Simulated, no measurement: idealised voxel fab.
process module | voxel transistor to metal
cross-section cut | 250 nm wide | cells 5 nm
A cross-section is a grid of square cells, given in bands from the top down. A band is one or more rows of cells.
Each band's line starts with the height of the band's top and of its bottom, in nm. Then come its materials from left to right, each with its width in nm. One material with "throughout" fills the band from edge to edge. "air" is empty space.
Height 0 is the level under which the wafer as received is all one material. The lowest band goes on downwards, as in "0 down".
A width such as "30 to 40" changes by the same amount from each row of cells to the next, from the band's top row to its bottom row.
"no change" after a step means that no cell of the cross-section changed.
closed voids: empty space of 8 cells or more with no open way to the top, each as width x height at its distance from the left edge, in nm
after a step's settings: what the simulator itself notes on the step
overlay nm, on a step with a mask: how far to the right of its planned place the mask lay; to the left if negative
plan
1 op RECEIVE | material Si
2 op OXIDIZE | depth nm 5
3 op CONFORMAL_DEP | material SiN | thk nm 15
4 op PATTERN | tone cover | mask id ACTIVE | material resist | width nm 100 | pitch nm 120 | thk nm 15 | overlay nm 0
5 op DIRECTIONAL_ETCH | etch materials SiN | depth nm 15
6 op DIRECTIONAL_ETCH | etch materials SiO2 | depth nm 5
7 op DIRECTIONAL_ETCH | etch materials Si | depth nm 35
8 op STRIP | etch materials resist
9 op OXIDIZE | depth nm 5
10 op FILL_DEP | material SiO2 | thk nm 5
11 op CMP | height nm 15
12 op SELECTIVE_ETCH | etch materials SiO2 | depth nm 15
13 op STRIP | etch materials SiN
14 op SELECTIVE_ETCH | etch materials SiO2 | depth nm 5
15 op OXIDIZE | depth nm 5
16 op DIRECTIONAL_DEP | material polySi | thk nm 30
17 op DIRECTIONAL_DEP | material SiCN | thk nm 10
18 op MASKED_ETCH | tone cover | mask id GATE | width nm 20 | pitch nm 120 | etch materials SiCN | depth nm 20 | overlay nm 0
19 op MASKED_ETCH | tone cover | mask id GATE | width nm 20 | pitch nm 120 | etch materials polySi | depth nm 40 | overlay nm 0
20 op CONFORMAL_DEP | material SiO2 | thk nm 5
21 op DIRECTIONAL_ETCH | etch materials SiO2 | depth nm 5
22 op CONFORMAL_DEP | material SiN | thk nm 5
23 op DIRECTIONAL_ETCH | etch materials SiN | depth nm 5
24 op DIRECTIONAL_ETCH | etch materials SiO2 | depth nm 5
25 op DIRECTIONAL_ETCH | etch materials Si | depth nm 15
26 op EPI | material pSi | thk nm 15
27 op FILL_DEP | material SiO2 | thk nm 10
28 op CMP | height nm 35
29 op DIRECTIONAL_DEP | material SiO2 | thk nm 15
30 op MASKED_ETCH | tone open | mask id CONTACT | width nm 20 | etch materials SiO2 | depth nm 60 | overlay nm 0
31 op CONFORMAL_DEP | material TiN | thk nm 5
32 op FILL_DEP | material Ru | thk nm 10
33 op CMP | height nm 50
34 op CONFORMAL_DEP | material SiN | thk nm 5
35 op DIRECTIONAL_DEP | material lowk | thk nm 25
36 op DIRECTIONAL_DEP | material aC | thk nm 10
37 op PATTERN | tone open | mask id METAL_1 | material resist | width nm 20 | thk nm 25 | overlay nm 0
38 op DIRECTIONAL_ETCH | etch materials aC | depth nm 10
39 op STRIP | etch materials resist
40 op DIRECTIONAL_ETCH | etch materials lowk | depth nm 25
41 op DIRECTIONAL_ETCH | etch materials SiN | depth nm 5
42 op STRIP | etch materials aC
43 op CONFORMAL_DEP | material TiN | thk nm 5
44 op FILL_DEP | material Cu | thk nm 5
45 op CMP | height nm 80
46 op CONFORMAL_DEP | material SiCN | thk nm 5
47 op DIRECTIONAL_DEP | material lowk | thk nm 25
48 op PATTERN | tone open | mask id METAL_2 | material resist | width nm 20 | pitch nm 120 | thk nm 20 | overlay nm 0
49 op DIRECTIONAL_ETCH | etch materials lowk | depth nm 15
50 op STRIP | etch materials resist
51 op PATTERN | tone open | mask id METAL_2_HOLES | material resist | width nm 15 | pitch nm 120 | thk nm 20 | overlay nm 0
52 op DIRECTIONAL_ETCH | etch materials lowk | depth nm 10
53 op DIRECTIONAL_ETCH | etch materials SiCN | depth nm 5
54 op STRIP | etch materials resist
55 op CONFORMAL_DEP | material TiN | thk nm 5
56 op FILL_DEP | material Cu | thk nm 10
57 op CMP | height nm 110
58 op CONFORMAL_DEP | material SiN | thk nm 5
first wafer, as planned
as received, after step 1
  0 down: Si throughout
  closed voids: none
after step 2
  0 to -5: SiO2 throughout
  below -5: unchanged
after step 3
  15 to 0: SiN throughout
  below 0: unchanged
after step 4
  30 to 15: air 15 | resist 100 | air 20 | resist 100 | air 15
  below 15: unchanged
after step 5
  30 to 15: air 15 | resist 100 | air 20 | resist 100 | air 15
  15 to 0: air 15 | SiN 100 | air 20 | SiN 100 | air 15
  below 0: unchanged
after step 6
  30 to 15: air 15 | resist 100 | air 20 | resist 100 | air 15
  15 to 0: air 15 | SiN 100 | air 20 | SiN 100 | air 15
  0 to -5: air 15 | SiO2 100 | air 20 | SiO2 100 | air 15
  below -5: unchanged
after step 7
  30 to 15: air 15 | resist 100 | air 20 | resist 100 | air 15
  15 to 0: air 15 | SiN 100 | air 20 | SiN 100 | air 15
  0 to -5: air 15 | SiO2 100 | air 20 | SiO2 100 | air 15
  -5 to -40: air 15 | Si 100 | air 20 | Si 100 | air 15
  below -40: unchanged
after step 8
  15 to 0: air 15 | SiN 100 | air 20 | SiN 100 | air 15
  below 0: unchanged
after step 9
  15 to 0: air 15 | SiN 100 | air 20 | SiN 100 | air 15
  0 to -5: air 15 | SiO2 100 | air 20 | SiO2 100 | air 15
  -5 to -40: air 15 | SiO2 5 | Si 90 | SiO2 5 | air 20 | SiO2 5 | Si 90 | SiO2 5 | air 15
  -40 to -45: SiO2 20 | Si 90 | SiO2 30 | Si 90 | SiO2 20
  below -45: unchanged
after step 10
  20 to 15: SiO2 throughout
  15 to 0: SiO2 15 | SiN 100 | SiO2 20 | SiN 100 | SiO2 15
  0 to -5: SiO2 throughout
  -5 to -45: SiO2 20 | Si 90 | SiO2 30 | Si 90 | SiO2 20
  below -45: unchanged
after step 11
  15 to 0: SiO2 15 | SiN 100 | SiO2 20 | SiN 100 | SiO2 15
  below 0: unchanged
after step 12
  15 to 0: air 15 | SiN 100 | air 20 | SiN 100 | air 15
  below 0: unchanged
after step 13
  0 to -5: SiO2 throughout
  below -5: unchanged
after step 14
  -5 to -45: SiO2 20 | Si 90 | SiO2 30 | Si 90 | SiO2 20
  below -45: unchanged
after step 15
  -5 to -10: SiO2 throughout
  below -10: unchanged
after step 16
  25 to -5: polySi throughout
  below -5: unchanged
after step 17
  35 to 25: SiCN throughout
  below 25: unchanged
after step 18
  35 to 25: air 55 | SiCN 20 | air 100 | SiCN 20 | air 55
  below 25: unchanged
after step 19
  35 to 25: air 55 | SiCN 20 | air 100 | SiCN 20 | air 55
  25 to -5: air 55 | polySi 20 | air 100 | polySi 20 | air 55
  below -5: unchanged
after step 20
  40 to 35: air 50 | SiO2 30 | air 90 | SiO2 30 | air 50
  35 to 25: air 50 | SiO2 5 | SiCN 20 | SiO2 5 | air 90 | SiO2 5 | SiCN 20 | SiO2 5 | air 50
  25 to 0: air 50 | SiO2 5 | polySi 20 | SiO2 5 | air 90 | SiO2 5 | polySi 20 | SiO2 5 | air 50
  0 to -5: SiO2 55 | polySi 20 | SiO2 100 | polySi 20 | SiO2 55
  below -5: unchanged
after step 21
  35 to 25: air 50 | SiO2 5 | SiCN 20 | SiO2 5 | air 90 | SiO2 5 | SiCN 20 | SiO2 5 | air 50
  25 to -5: air 50 | SiO2 5 | polySi 20 | SiO2 5 | air 90 | SiO2 5 | polySi 20 | SiO2 5 | air 50
  below -5: unchanged
after step 22
  40 to 35: air 45 | SiN 40 | air 80 | SiN 40 | air 45
  35 to 25: air 45 | SiN 5 | SiO2 5 | SiCN 20 | SiO2 5 | SiN 5 | air 80 | SiN 5 | SiO2 5 | SiCN 20 | SiO2 5 | SiN 5 | air 45
  25 to 0: air 45 | SiN 5 | SiO2 5 | polySi 20 | SiO2 5 | SiN 5 | air 80 | SiN 5 | SiO2 5 | polySi 20 | SiO2 5 | SiN 5 | air 45
  0 to -5: SiN 50 | SiO2 5 | polySi 20 | SiO2 5 | SiN 90 | SiO2 5 | polySi 20 | SiO2 5 | SiN 50
  below -5: unchanged
after step 23
  35 to 25: air 45 | SiN 5 | SiO2 5 | SiCN 20 | SiO2 5 | SiN 5 | air 80 | SiN 5 | SiO2 5 | SiCN 20 | SiO2 5 | SiN 5 | air 45
  25 to -5: air 45 | SiN 5 | SiO2 5 | polySi 20 | SiO2 5 | SiN 5 | air 80 | SiN 5 | SiO2 5 | polySi 20 | SiO2 5 | SiN 5 | air 45
  below -5: unchanged
after step 24
  35 to 30: air 45 | SiN 5 | air 5 | SiCN 20 | air 5 | SiN 5 | air 80 | SiN 5 | air 5 | SiCN 20 | air 5 | SiN 5 | air 45
  30 to 25: air 45 | SiN 5 | SiO2 5 | SiCN 20 | SiO2 5 | SiN 5 | air 80 | SiN 5 | SiO2 5 | SiCN 20 | SiO2 5 | SiN 5 | air 45
  25 to -5: air 45 | SiN 5 | SiO2 5 | polySi 20 | SiO2 5 | SiN 5 | air 80 | SiN 5 | SiO2 5 | polySi 20 | SiO2 5 | SiN 5 | air 45
  -5 to -10: air 45 | SiO2 40 | air 80 | SiO2 40 | air 45
  below -10: unchanged
after step 25
  35 to 30: air 45 | SiN 5 | air 5 | SiCN 20 | air 5 | SiN 5 | air 80 | SiN 5 | air 5 | SiCN 20 | air 5 | SiN 5 | air 45
  30 to 25: air 45 | SiN 5 | SiO2 5 | SiCN 20 | SiO2 5 | SiN 5 | air 80 | SiN 5 | SiO2 5 | SiCN 20 | SiO2 5 | SiN 5 | air 45
  25 to -5: air 45 | SiN 5 | SiO2 5 | polySi 20 | SiO2 5 | SiN 5 | air 80 | SiN 5 | SiO2 5 | polySi 20 | SiO2 5 | SiN 5 | air 45
  -5 to -10: air 45 | SiO2 40 | air 80 | SiO2 40 | air 45
  -10 to -25: SiO2 20 | air 25 | Si 40 | air 25 | SiO2 30 | air 25 | Si 40 | air 25 | SiO2 20
  below -25: unchanged
after step 26
  35 to 30: air 45 | SiN 5 | air 5 | SiCN 20 | air 5 | SiN 5 | air 80 | SiN 5 | air 5 | SiCN 20 | air 5 | SiN 5 | air 45
  30 to 25: air 45 | SiN 5 | SiO2 5 | SiCN 20 | SiO2 5 | SiN 5 | air 80 | SiN 5 | SiO2 5 | SiCN 20 | SiO2 5 | SiN 5 | air 45
  25 to 5: air 45 | SiN 5 | SiO2 5 | polySi 20 | SiO2 5 | SiN 5 | air 80 | SiN 5 | SiO2 5 | polySi 20 | SiO2 5 | SiN 5 | air 45
  5 to -5: air 30 | pSi 15 | SiN 5 | SiO2 5 | polySi 20 | SiO2 5 | SiN 5 | pSi 15 | air 50 | pSi 15 | SiN 5 | SiO2 5 | polySi 20 | SiO2 5 | SiN 5 | pSi 15 | air 30
  -5 to -10: air 30 | pSi 15 | SiO2 40 | pSi 15 | air 50 | pSi 15 | SiO2 40 | pSi 15 | air 30
  -10 to -25: SiO2 20 | pSi 25 | Si 40 | pSi 25 | SiO2 30 | pSi 25 | Si 40 | pSi 25 | SiO2 20
  below -25: unchanged
after step 27
  45 to 35: SiO2 throughout
  35 to 25: SiO2 45 | SiN 5 | SiO2 5 | SiCN 20 | SiO2 5 | SiN 5 | SiO2 80 | SiN 5 | SiO2 5 | SiCN 20 | SiO2 5 | SiN 5 | SiO2 45
  25 to 5: SiO2 45 | SiN 5 | SiO2 5 | polySi 20 | SiO2 5 | SiN 5 | SiO2 80 | SiN 5 | SiO2 5 | polySi 20 | SiO2 5 | SiN 5 | SiO2 45
  5 to -5: SiO2 30 | pSi 15 | SiN 5 | SiO2 5 | polySi 20 | SiO2 5 | SiN 5 | pSi 15 | SiO2 50 | pSi 15 | SiN 5 | SiO2 5 | polySi 20 | SiO2 5 | SiN 5 | pSi 15 | SiO2 30
  -5 to -10: SiO2 30 | pSi 15 | SiO2 40 | pSi 15 | SiO2 50 | pSi 15 | SiO2 40 | pSi 15 | SiO2 30
  below -10: unchanged
after step 28
  35 to 25: SiO2 45 | SiN 5 | SiO2 5 | SiCN 20 | SiO2 5 | SiN 5 | SiO2 80 | SiN 5 | SiO2 5 | SiCN 20 | SiO2 5 | SiN 5 | SiO2 45
  below 25: unchanged
after step 29
  50 to 35: SiO2 throughout
  below 35: unchanged
after step 30
  50 to 35: SiO2 20 | air 20 | SiO2 50 | air 20 | SiO2 30 | air 20 | SiO2 50 | air 20 | SiO2 20
  35 to 25: SiO2 20 | air 20 | SiO2 5 | SiN 5 | SiO2 5 | SiCN 20 | SiO2 5 | SiN 5 | SiO2 5 | air 20 | SiO2 30 | air 20 | SiO2 5 | SiN 5 | SiO2 5 | SiCN 20 | SiO2 5 | SiN 5 | SiO2 5 | air 20 | SiO2 20
  25 to 5: SiO2 20 | air 20 | SiO2 5 | SiN 5 | SiO2 5 | polySi 20 | SiO2 5 | SiN 5 | SiO2 5 | air 20 | SiO2 30 | air 20 | SiO2 5 | SiN 5 | SiO2 5 | polySi 20 | SiO2 5 | SiN 5 | SiO2 5 | air 20 | SiO2 20
  5 to -5: SiO2 20 | air 10 | pSi 15 | SiN 5 | SiO2 5 | polySi 20 | SiO2 5 | SiN 5 | pSi 15 | air 10 | SiO2 30 | air 10 | pSi 15 | SiN 5 | SiO2 5 | polySi 20 | SiO2 5 | SiN 5 | pSi 15 | air 10 | SiO2 20
  -5 to -10: SiO2 20 | air 10 | pSi 15 | SiO2 40 | pSi 15 | air 10 | SiO2 30 | air 10 | pSi 15 | SiO2 40 | pSi 15 | air 10 | SiO2 20
  below -10: unchanged
after step 31
  55 to 50: TiN 25 | air 10 | TiN 60 | air 10 | TiN 40 | air 10 | TiN 60 | air 10 | TiN 25
  50 to 35: SiO2 20 | TiN 5 | air 10 | TiN 5 | SiO2 50 | TiN 5 | air 10 | TiN 5 | SiO2 30 | TiN 5 | air 10 | TiN 5 | SiO2 50 | TiN 5 | air 10 | TiN 5 | SiO2 20
  35 to 25: SiO2 20 | TiN 5 | air 10 | TiN 5 | SiO2 5 | SiN 5 | SiO2 5 | SiCN 20 | SiO2 5 | SiN 5 | SiO2 5 | TiN 5 | air 10 | TiN 5 | SiO2 30 | TiN 5 | air 10 | TiN 5 | SiO2 5 | SiN 5 | SiO2 5 | SiCN 20 | SiO2 5 | SiN 5 | SiO2 5 | TiN 5 | air 10 | TiN 5 | SiO2 20
  25 to 10: SiO2 20 | TiN 5 | air 10 | TiN 5 | SiO2 5 | SiN 5 | SiO2 5 | polySi 20 | SiO2 5 | SiN 5 | SiO2 5 | TiN 5 | air 10 | TiN 5 | SiO2 30 | TiN 5 | air 10 | TiN 5 | SiO2 5 | SiN 5 | SiO2 5 | polySi 20 | SiO2 5 | SiN 5 | SiO2 5 | TiN 5 | air 10 | TiN 5 | SiO2 20
  10 to 5: SiO2 20 | TiN 20 | SiO2 5 | SiN 5 | SiO2 5 | polySi 20 | SiO2 5 | SiN 5 | SiO2 5 | TiN 20 | SiO2 30 | TiN 20 | SiO2 5 | SiN 5 | SiO2 5 | polySi 20 | SiO2 5 | SiN 5 | SiO2 5 | TiN 20 | SiO2 20
  5 to -5: SiO2 20 | TiN 10 | pSi 15 | SiN 5 | SiO2 5 | polySi 20 | SiO2 5 | SiN 5 | pSi 15 | TiN 10 | SiO2 30 | TiN 10 | pSi 15 | SiN 5 | SiO2 5 | polySi 20 | SiO2 5 | SiN 5 | pSi 15 | TiN 10 | SiO2 20
  -5 to -10: SiO2 20 | TiN 10 | pSi 15 | SiO2 40 | pSi 15 | TiN 10 | SiO2 30 | TiN 10 | pSi 15 | SiO2 40 | pSi 15 | TiN 10 | SiO2 20
  below -10: unchanged
after step 32
  65 to 55: Ru throughout
  55 to 50: TiN 25 | Ru 10 | TiN 60 | Ru 10 | TiN 40 | Ru 10 | TiN 60 | Ru 10 | TiN 25
  50 to 35: SiO2 20 | TiN 5 | Ru 10 | TiN 5 | SiO2 50 | TiN 5 | Ru 10 | TiN 5 | SiO2 30 | TiN 5 | Ru 10 | TiN 5 | SiO2 50 | TiN 5 | Ru 10 | TiN 5 | SiO2 20
  35 to 25: SiO2 20 | TiN 5 | Ru 10 | TiN 5 | SiO2 5 | SiN 5 | SiO2 5 | SiCN 20 | SiO2 5 | SiN 5 | SiO2 5 | TiN 5 | Ru 10 | TiN 5 | SiO2 30 | TiN 5 | Ru 10 | TiN 5 | SiO2 5 | SiN 5 | SiO2 5 | SiCN 20 | SiO2 5 | SiN 5 | SiO2 5 | TiN 5 | Ru 10 | TiN 5 | SiO2 20
  25 to 10: SiO2 20 | TiN 5 | Ru 10 | TiN 5 | SiO2 5 | SiN 5 | SiO2 5 | polySi 20 | SiO2 5 | SiN 5 | SiO2 5 | TiN 5 | Ru 10 | TiN 5 | SiO2 30 | TiN 5 | Ru 10 | TiN 5 | SiO2 5 | SiN 5 | SiO2 5 | polySi 20 | SiO2 5 | SiN 5 | SiO2 5 | TiN 5 | Ru 10 | TiN 5 | SiO2 20
  below 10: unchanged
after step 33
  50 to 35: SiO2 20 | TiN 5 | Ru 10 | TiN 5 | SiO2 50 | TiN 5 | Ru 10 | TiN 5 | SiO2 30 | TiN 5 | Ru 10 | TiN 5 | SiO2 50 | TiN 5 | Ru 10 | TiN 5 | SiO2 20
  below 35: unchanged
after step 34
  55 to 50: SiN throughout
  below 50: unchanged
after step 35
  80 to 55: lowk throughout
  below 55: unchanged
after step 36
  90 to 80: aC throughout
  below 80: unchanged
after step 37
  115 to 90: resist 20 | air 20 | resist 50 | air 20 | resist 30 | air 20 | resist 50 | air 20 | resist 20
  below 90: unchanged
after step 38
  105 to 90: resist 20 | air 20 | resist 50 | air 20 | resist 30 | air 20 | resist 50 | air 20 | resist 20
  90 to 80: aC 20 | air 20 | aC 50 | air 20 | aC 30 | air 20 | aC 50 | air 20 | aC 20
  below 80: unchanged
after step 39
  90 to 80: aC 20 | air 20 | aC 50 | air 20 | aC 30 | air 20 | aC 50 | air 20 | aC 20
  below 80: unchanged
after step 40
  90 to 80: aC 20 | air 20 | aC 50 | air 20 | aC 30 | air 20 | aC 50 | air 20 | aC 20
  80 to 55: lowk 20 | air 20 | lowk 50 | air 20 | lowk 30 | air 20 | lowk 50 | air 20 | lowk 20
  below 55: unchanged
after step 41
  90 to 80: aC 20 | air 20 | aC 50 | air 20 | aC 30 | air 20 | aC 50 | air 20 | aC 20
  80 to 55: lowk 20 | air 20 | lowk 50 | air 20 | lowk 30 | air 20 | lowk 50 | air 20 | lowk 20
  55 to 50: SiN 20 | air 20 | SiN 50 | air 20 | SiN 30 | air 20 | SiN 50 | air 20 | SiN 20
  below 50: unchanged
after step 42
  80 to 55: lowk 20 | air 20 | lowk 50 | air 20 | lowk 30 | air 20 | lowk 50 | air 20 | lowk 20
  below 55: unchanged
after step 43
  85 to 80: TiN 25 | air 10 | TiN 60 | air 10 | TiN 40 | air 10 | TiN 60 | air 10 | TiN 25
  80 to 55: lowk 20 | TiN 5 | air 10 | TiN 5 | lowk 50 | TiN 5 | air 10 | TiN 5 | lowk 30 | TiN 5 | air 10 | TiN 5 | lowk 50 | TiN 5 | air 10 | TiN 5 | lowk 20
  55 to 50: SiN 20 | TiN 20 | SiN 50 | TiN 20 | SiN 30 | TiN 20 | SiN 50 | TiN 20 | SiN 20
  below 50: unchanged
after step 44
  90 to 85: Cu throughout
  85 to 80: TiN 25 | Cu 10 | TiN 60 | Cu 10 | TiN 40 | Cu 10 | TiN 60 | Cu 10 | TiN 25
  80 to 55: lowk 20 | TiN 5 | Cu 10 | TiN 5 | lowk 50 | TiN 5 | Cu 10 | TiN 5 | lowk 30 | TiN 5 | Cu 10 | TiN 5 | lowk 50 | TiN 5 | Cu 10 | TiN 5 | lowk 20
  below 55: unchanged
after step 45
  80 to 55: lowk 20 | TiN 5 | Cu 10 | TiN 5 | lowk 50 | TiN 5 | Cu 10 | TiN 5 | lowk 30 | TiN 5 | Cu 10 | TiN 5 | lowk 50 | TiN 5 | Cu 10 | TiN 5 | lowk 20
  below 55: unchanged
after step 46
  85 to 80: SiCN throughout
  below 80: unchanged
after step 47
  110 to 85: lowk throughout
  below 85: unchanged
after step 48
  130 to 110: resist 20 | air 20 | resist 100 | air 20 | resist 90
  below 110: unchanged
after step 49
  130 to 110: resist 20 | air 20 | resist 100 | air 20 | resist 90
  110 to 95: lowk 20 | air 20 | lowk 100 | air 20 | lowk 90
  below 95: unchanged
after step 50
  110 to 95: lowk 20 | air 20 | lowk 100 | air 20 | lowk 90
  below 95: unchanged
after step 51
  130 to 110: resist 20 | air 15 | resist 105 | air 15 | resist 95
  110 to 95: lowk 20 | air 15 | resist 5 | lowk 100 | air 15 | resist 5 | lowk 90
  below 95: unchanged
after step 52
  130 to 110: resist 20 | air 15 | resist 105 | air 15 | resist 95
  110 to 95: lowk 20 | air 15 | resist 5 | lowk 100 | air 15 | resist 5 | lowk 90
  95 to 85: lowk 20 | air 15 | lowk 105 | air 15 | lowk 95
  below 85: unchanged
after step 53
  130 to 110: resist 20 | air 15 | resist 105 | air 15 | resist 95
  110 to 95: lowk 20 | air 15 | resist 5 | lowk 100 | air 15 | resist 5 | lowk 90
  95 to 85: lowk 20 | air 15 | lowk 105 | air 15 | lowk 95
  85 to 80: SiCN 20 | air 15 | SiCN 105 | air 15 | SiCN 95
  below 80: unchanged
after step 54
  110 to 95: lowk 20 | air 20 | lowk 100 | air 20 | lowk 90
  below 95: unchanged
after step 55
  115 to 110: TiN 25 | air 10 | TiN 110 | air 10 | TiN 95
  110 to 100: lowk 20 | TiN 5 | air 10 | TiN 5 | lowk 100 | TiN 5 | air 10 | TiN 5 | lowk 90
  100 to 95: lowk 20 | TiN 5 | air 5 | TiN 10 | lowk 100 | TiN 5 | air 5 | TiN 10 | lowk 90
  95 to 85: lowk 20 | TiN 5 | air 5 | TiN 5 | lowk 105 | TiN 5 | air 5 | TiN 5 | lowk 95
  85 to 80: SiCN 20 | TiN 15 | SiCN 105 | TiN 15 | SiCN 95
  below 80: unchanged
after step 56
  125 to 115: Cu throughout
  115 to 110: TiN 25 | Cu 10 | TiN 110 | Cu 10 | TiN 95
  110 to 100: lowk 20 | TiN 5 | Cu 10 | TiN 5 | lowk 100 | TiN 5 | Cu 10 | TiN 5 | lowk 90
  100 to 95: lowk 20 | TiN 5 | Cu 5 | TiN 10 | lowk 100 | TiN 5 | Cu 5 | TiN 10 | lowk 90
  95 to 85: lowk 20 | TiN 5 | Cu 5 | TiN 5 | lowk 105 | TiN 5 | Cu 5 | TiN 5 | lowk 95
  below 85: unchanged
after step 57
  110 to 100: lowk 20 | TiN 5 | Cu 10 | TiN 5 | lowk 100 | TiN 5 | Cu 10 | TiN 5 | lowk 90
  below 100: unchanged
after step 58
  115 to 110: SiN throughout
  below 110: unchanged
second wafer: like start, like plan, one mistake. Through step 45 it matches the first wafer
when step 46 should have ended
  105 to 80: lowk throughout
  below 80: unchanged
when step 47 should have ended
  110 to 105: SiCN throughout
  below 105: unchanged
when step 48 should have ended
  130 to 110: resist 20 | air 20 | resist 100 | air 20 | resist 90
  below 110: unchanged
when step 49 should have ended: no change
when step 50 should have ended
  110 to 105: SiCN throughout
  below 105: unchanged
when step 51 should have ended
  130 to 110: resist 20 | air 15 | resist 105 | air 15 | resist 95
  below 110: unchanged
when step 52 should have ended: no change
when step 53 should have ended
  130 to 110: resist 20 | air 15 | resist 105 | air 15 | resist 95
  110 to 105: SiCN 20 | air 15 | SiCN 105 | air 15 | SiCN 95
  below 105: unchanged
when step 54 should have ended
  110 to 105: SiCN 20 | air 15 | SiCN 105 | air 15 | SiCN 95
  below 105: unchanged
when step 55 should have ended
  115 to 110: TiN 25 | air 5 | TiN 115 | air 5 | TiN 100
  110 to 105: SiCN 20 | TiN 15 | SiCN 105 | TiN 15 | SiCN 95
  below 105: unchanged
when step 56 should have ended
  125 to 115: Cu throughout
  115 to 110: TiN 25 | Cu 5 | TiN 115 | Cu 5 | TiN 100
  below 110: unchanged
when step 57 should have ended
  110 to 105: SiCN 20 | TiN 15 | SiCN 105 | TiN 15 | SiCN 95
  below 105: unchanged
when step 58 should have ended
  115 to 110: SiN throughout
  below 110: unchanged
what went wrong: steps 46 and 47 were swapped
at the end the second wafer has, in cells: 14 fewer of Cu | 22 fewer of TiN | 36 more of lowk
